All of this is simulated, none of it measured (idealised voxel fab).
Process module under the name voxel gate over fins
Cross-section cut: width 160 nm, square cells of 5 nm.
In this document a cross-section is written as a grid of square cells. It is given as a series of bands, listed from the top down, and a band is one or more rows of cells.
The entry gives the band's vertical extent as a top height and a bottom height in nm, then its horizontal make-up as materials from left to right, each with a width in nm. "blank" stands for empty space; a single material marked "all across" fills the band edge to edge.
Height 0 is the level under which the wafer as received is all one material. The lowest band goes on downwards, as in "0 down".
Quick explanation for "30->40": the width changes in equal steps down the rows of cells, from the first number in the band's top row to the second number in its bottom row.
Step note "nothing changed" = no cross-section cell changed.
Empty spaces counting at least 8 cells and having no open way to the top are listed in "Closed voids list". The notation width x height at distance is used for each, the distance being from the left edge and all three values in nm.
That trailing text on a step's line, after the settings, is the simulator's own remark on the step.
The optional step-line setting "overlay nm" applies to steps with a mask and quantifies how far to the right of its planned location the mask lay, a negative value indicating leftward placement.
Planned process steps
1: RECEIVE: material Si
2: CONFORMAL_DEP: material SiN, thk nm 5
3: DIRECTIONAL_DEP: material aC, thk nm 15
4: PATTERN: tone cover, mask id FINS, material resist, width nm 15, pitch nm 60, thk nm 30, overlay nm 0
5: DIRECTIONAL_ETCH: etch materials aC, depth nm 15
6: STRIP: etch materials resist
7: DIRECTIONAL_ETCH: etch materials SiN, depth nm 5
8: DIRECTIONAL_ETCH: etch materials Si, depth nm 40
9: STRIP: etch materials aC
10: OXIDIZE: depth nm 5
11: FILL_DEP: material SiO2, thk nm 10
12: CMP: height nm 5
13: DIRECTIONAL_DEP: material aC, thk nm 15
14: PATTERN: tone open, mask id RAIL, material resist, width nm 15, thk nm 35, overlay nm 0
15: DIRECTIONAL_ETCH: etch materials aC, depth nm 15
16: STRIP: etch materials resist
17: DIRECTIONAL_ETCH: etch materials SiO2, depth nm 40
18: STRIP: etch materials aC
19: CONFORMAL_DEP: material TiN, thk nm 5
20: FILL_DEP: material W, thk nm 5
21: CMP: height nm 5
22: SELECTIVE_ETCH: etch materials W Ru TiN, depth nm 20
23: FILL_DEP: material SiO2, thk nm 5
24: CMP: height nm 5
25: SELECTIVE_ETCH: etch materials SiO2, depth nm 15
26: STRIP: etch materials SiN
27: CONFORMAL_DEP: material HfO2, thk nm 5
28: CONFORMAL_DEP: material TiN, thk nm 5
29: CONFORMAL_DEP: material TiAl, thk nm 5
30: CONFORMAL_DEP: material TiN, thk nm 5
31: FILL_DEP: material W, thk nm 15
32: CMP: height nm 30
33: CONFORMAL_DEP: material SiCN, thk nm 10
Cross-section: wafer on arrival = after step 1
* 0 down | Si all across
* Closed voids list: none
First of two wafers, end-of-module section, run followed plan
* 40 to 30 | SiCN all across
* 30 to 20 | W all across
* 20 to 15 | W: 25, then TiN: 45, then W: 15, then TiN: 45, then W: 30
* 15 to 10 | W: 25, then TiN: 5, then TiAl: 35, then TiN: 5, then W: 15, then TiN: 5, then TiAl: 35, then TiN: 5, then W: 30
* 10 to 5 | TiN: 30, then TiAl: 5, then TiN: 25, then TiAl: 5, then TiN: 25, then TiAl: 5, then TiN: 25, then TiAl: 5, then TiN: 35
* 5 to 0 | TiAl: 35, then TiN: 5, then HfO2: 15, then TiN: 5, then TiAl: 35, then TiN: 5, then HfO2: 15, then TiN: 5, then TiAl: 40
* 0 to -5 | TiN: 40, then HfO2: 5, then Si: 5, then HfO2: 5, then TiN: 45, then HfO2: 5, then Si: 5, then HfO2: 5, then TiN: 45
* -5 to -10 | HfO2: 45, then Si: 5, then HfO2: 55, then Si: 5, then HfO2: 50
* -10 to -15 | SiO2: 45, then Si: 5, then SiO2: 55, then Si: 5, then SiO2: 50
* -15 to -30 | SiO2: 45, then Si: 5, then SiO2: 20, then TiN: 5, then W: 5, then TiN: 5, then SiO2: 20, then Si: 5, then SiO2: 50
* -30 to -35 | SiO2: 45, then Si: 5, then SiO2: 20, then TiN: 15, then SiO2: 20, then Si: 5, then SiO2: 50
* -35 to -45 | SiO2: 45, then Si: 5, then SiO2: 55, then Si: 5, then SiO2: 50
* -45 down | Si all across
* Closed voids list: none
Module end: cross-section of wafer two of two. Same start and process plan as the first wafer. One mistake during execution
* 40 to 30 | SiCN all across
* 30 to 20 | W all across
* 20 to 15 | TiN all across
* 15 to 10 | TiAl all across
* 10 to 5 | TiN: 45, then TiAl: 5, then TiN: 55, then TiAl: 5, then TiN: 50
* 5 to 0 | HfO2: 40, then TiN: 5, then TiAl: 5, then TiN: 5, then HfO2: 45, then TiN: 5, then TiAl: 5, then TiN: 5, then HfO2: 45
* 0 to -5 | Si: 35, then HfO2: 5, then TiN: 15, then HfO2: 5, then Si: 35, then HfO2: 5, then TiN: 15, then HfO2: 5, then Si: 40
* -5 to -10 | Si: 35, then HfO2: 25, then Si: 35, then HfO2: 25, then Si: 40
* -10 to -45 | Si: 35, then SiO2: 25, then Si: 35, then SiO2: 25, then Si: 40
* -45 down | Si all across
* Closed voids list: none
Error vs. plan: step 4 ran with different settings than intended, the actual operation and settings being PATTERN: tone open, mask id FINS, material resist, width nm 15, pitch nm 60, thk nm 30, overlay nm 0
End check, counted in cells, second wafer has more or fewer of these materials than the first: Si: 180 more | SiO2: 128 fewer | TiAl: 4 fewer | TiN: 17 fewer | W: 31 fewer
